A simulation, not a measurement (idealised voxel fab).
voxel gate over fins: a process module
Pictured: cross-section cut, 275 nm wide, on a grid of 5 nm square cells.
In this document a cross-section is written as a grid of square cells. It is given as a series of bands, listed from the top down, and a band is one or more rows of cells. The entry gives the band's vertical extent as a top height and a bottom height in nm, then its horizontal make-up as materials from left to right, each with a width in nm. "empty" stands for empty space; a single material marked "full width" fills the band edge to edge. A quick word on heights: they are counted from 0, and under that level the wafer as it came to us is one material throughout. The lowest band is different from the rest in having no bottom; it simply continues downward, written as in "from 0 down". Width "30->40": first value at the band's top row of cells, second value at its bottom row, equal change from row to row. "no alterations made" -> step changed no cross-section cell. So "Closed void entries" is basically the list of trapped voids: any empty space of 8 cells or more that can't reach the top through an opening. They're written width x height at distance, the distance being from the left edge, and it's all nm. Heads up: the bit after the settings on a step's line is the simulator's remark on that step. overlay nm: mask offset rightward from planned place, masked step; negative means leftward offset.

Process steps (planned)
1. RECEIVE, material Si
2. CONFORMAL_DEP, material SiN, thk nm 10
3. DIRECTIONAL_DEP, material aC, thk nm 10
4. PATTERN, tone cover, mask id FINS, material resist, width nm 15, pitch nm 55, thk nm 30, overlay nm 0
5. DIRECTIONAL_ETCH, etch materials aC, depth nm 10
6. STRIP, etch materials resist
7. DIRECTIONAL_ETCH, etch materials SiN, depth nm 10
8. DIRECTIONAL_ETCH, etch materials Si, depth nm 40
9. STRIP, etch materials aC
10. FILL_DEP, material SiO2, thk nm 10
11. CMP, height nm 10
12. PATTERN, tone open, mask id RAIL, material resist, width nm 15, thk nm 20, overlay nm 0
13. DIRECTIONAL_ETCH, etch materials SiO2, depth nm 45
14. STRIP, etch materials resist
15. CONFORMAL_DEP, material TiN, thk nm 5
16. FILL_DEP, material W, thk nm 5
17. CMP, height nm 10
18. SELECTIVE_ETCH, etch materials W Ru TiN, depth nm 30
19. FILL_DEP, material SiO2, thk nm 5
20. CMP, height nm 10
21. SELECTIVE_ETCH, etch materials SiO2, depth nm 25
22. STRIP, etch materials SiN
23. CONFORMAL_DEP, material HfO2, thk nm 5
24. CONFORMAL_DEP, material TiN, thk nm 5
25. FILL_DEP, material W, thk nm 15
26. CMP, height nm 20
27. CONFORMAL_DEP, material SiCN, thk nm 5

So this is the incoming wafer in cross-section - it's already been through step 1
- from 0 down = Si full width
- Closed void entries: none

Sectioned view, first of two wafers, at the close of the module, processed as intended in the plan
- from 25 to 20 = SiCN full width
- from 20 to 10 = W full width
- from 10 to 5 = W 65 nm, then TiN 35 nm, then W 20 nm, then TiN 35 nm, then W 20 nm, then TiN 35 nm, then W 65 nm
- from 5 to 0 = W 65 nm, then TiN 5 nm, then HfO2 25 nm, then TiN 5 nm, then W 20 nm, then TiN 5 nm, then HfO2 25 nm, then TiN 5 nm, then W 20 nm, then TiN 5 nm, then HfO2 25 nm, then TiN 5 nm, then W 65 nm
- from 0 to -5 = W 65 nm, then TiN 5 nm, then HfO2 5 nm, then Si 15 nm, then HfO2 5 nm, then TiN 5 nm, then W 20 nm, then TiN 5 nm, then HfO2 5 nm, then Si 15 nm, then HfO2 5 nm, then TiN 5 nm, then W 20 nm, then TiN 5 nm, then HfO2 5 nm, then Si 15 nm, then HfO2 5 nm, then TiN 5 nm, then W 65 nm
- from -5 to -10 = TiN 70 nm, then HfO2 5 nm, then Si 15 nm, then HfO2 5 nm, then TiN 30 nm, then HfO2 5 nm, then Si 15 nm, then HfO2 5 nm, then TiN 30 nm, then HfO2 5 nm, then Si 15 nm, then HfO2 5 nm, then TiN 70 nm
- from -10 to -15 = HfO2 75 nm, then Si 15 nm, then HfO2 40 nm, then Si 15 nm, then HfO2 40 nm, then Si 15 nm, then HfO2 75 nm
- from -15 to -20 = SiO2 75 nm, then Si 15 nm, then SiO2 40 nm, then Si 15 nm, then SiO2 40 nm, then Si 15 nm, then SiO2 75 nm
- from -20 to -30 = SiO2 75 nm, then Si 15 nm, then SiO2 10 nm, then TiN 5 nm, then W 5 nm, then TiN 5 nm, then SiO2 15 nm, then Si 15 nm, then SiO2 40 nm, then Si 15 nm, then SiO2 75 nm
- from -30 to -35 = SiO2 75 nm, then Si 15 nm, then SiO2 10 nm, then TiN 15 nm, then SiO2 15 nm, then Si 15 nm, then SiO2 40 nm, then Si 15 nm, then SiO2 75 nm
- from -35 to -40 = SiO2 75 nm, then Si 15 nm, then SiO2 40 nm, then Si 15 nm, then SiO2 40 nm, then Si 15 nm, then SiO2 75 nm
- from -40 down = Si full width
- Closed void entries: none

End-of-module cross-section of the second wafer: identical starting point and process plan to the first, with one processing mistake
- from 25 to 20 = SiCN full width
- from 20 to 10 = W full width
- from 10 to 5 = W 65 nm, then TiN 35 nm, then W 20 nm, then TiN 35 nm, then W 20 nm, then TiN 35 nm, then W 65 nm
- from 5 to 0 = W 65 nm, then TiN 5 nm, then HfO2 25 nm, then TiN 5 nm, then W 20 nm, then TiN 5 nm, then HfO2 25 nm, then TiN 5 nm, then W 20 nm, then TiN 5 nm, then HfO2 25 nm, then TiN 5 nm, then W 65 nm
- from 0 to -5 = W 65 nm, then TiN 5 nm, then HfO2 5 nm, then Si 15 nm, then HfO2 5 nm, then TiN 5 nm, then W 20 nm, then TiN 5 nm, then HfO2 5 nm, then Si 15 nm, then HfO2 5 nm, then TiN 5 nm, then W 20 nm, then TiN 5 nm, then HfO2 5 nm, then Si 15 nm, then HfO2 5 nm, then TiN 5 nm, then W 65 nm
- from -5 to -10 = TiN 60 nm, then W 5 nm, then TiN 5 nm, then HfO2 5 nm, then Si 15 nm, then HfO2 5 nm, then TiN 5 nm, then W 20 nm, then TiN 5 nm, then HfO2 5 nm, then Si 15 nm, then HfO2 5 nm, then TiN 5 nm, then W 20 nm, then TiN 5 nm, then HfO2 5 nm, then Si 15 nm, then HfO2 5 nm, then TiN 5 nm, then W 5 nm, then TiN 60 nm
- from -10 to -15 = HfO2 55 nm, then TiN 5 nm, then W 5 nm, then TiN 5 nm, then HfO2 5 nm, then Si 15 nm, then HfO2 5 nm, then TiN 30 nm, then HfO2 5 nm, then Si 15 nm, then HfO2 5 nm, then TiN 5 nm, then W 20 nm, then TiN 5 nm, then HfO2 5 nm, then Si 15 nm, then HfO2 5 nm, then TiN 5 nm, then W 5 nm, then TiN 5 nm, then HfO2 55 nm
- from -15 to -20 = SiO2 50 nm, then HfO2 5 nm, then TiN 15 nm, then HfO2 5 nm, then Si 15 nm, then HfO2 30 nm, then TiN 5 nm, then HfO2 5 nm, then Si 15 nm, then HfO2 5 nm, then TiN 30 nm, then HfO2 5 nm, then Si 15 nm, then HfO2 5 nm, then TiN 15 nm, then HfO2 5 nm, then SiO2 50 nm
- from -20 to -25 = SiO2 50 nm, then HfO2 25 nm, then Si 15 nm, then HfO2 10 nm, then TiN 5 nm, then W 5 nm, then TiN 5 nm, then HfO2 15 nm, then Si 15 nm, then HfO2 40 nm, then Si 15 nm, then HfO2 25 nm, then SiO2 50 nm
- from -25 to -30 = SiO2 75 nm, then Si 15 nm, then SiO2 10 nm, then TiN 5 nm, then W 5 nm, then TiN 5 nm, then SiO2 15 nm, then Si 15 nm, then SiO2 40 nm, then Si 15 nm, then SiO2 75 nm
- from -30 to -35 = SiO2 75 nm, then Si 15 nm, then SiO2 10 nm, then TiN 15 nm, then SiO2 15 nm, then Si 15 nm, then SiO2 40 nm, then Si 15 nm, then SiO2 75 nm
- from -35 to -40 = SiO2 75 nm, then Si 15 nm, then SiO2 40 nm, then Si 15 nm, then SiO2 40 nm, then Si 15 nm, then SiO2 75 nm
- from -40 down = Si full width
- Closed void entries: none
What was done differently from what was planned? plan vs actual: 21 and 22 interchanged
Per the end-of-run cell counts, the second wafer holds more or fewer of some materials than the first: 18 more of HfO2, 49 fewer of SiO2, 15 more of TiN, 16 more of W
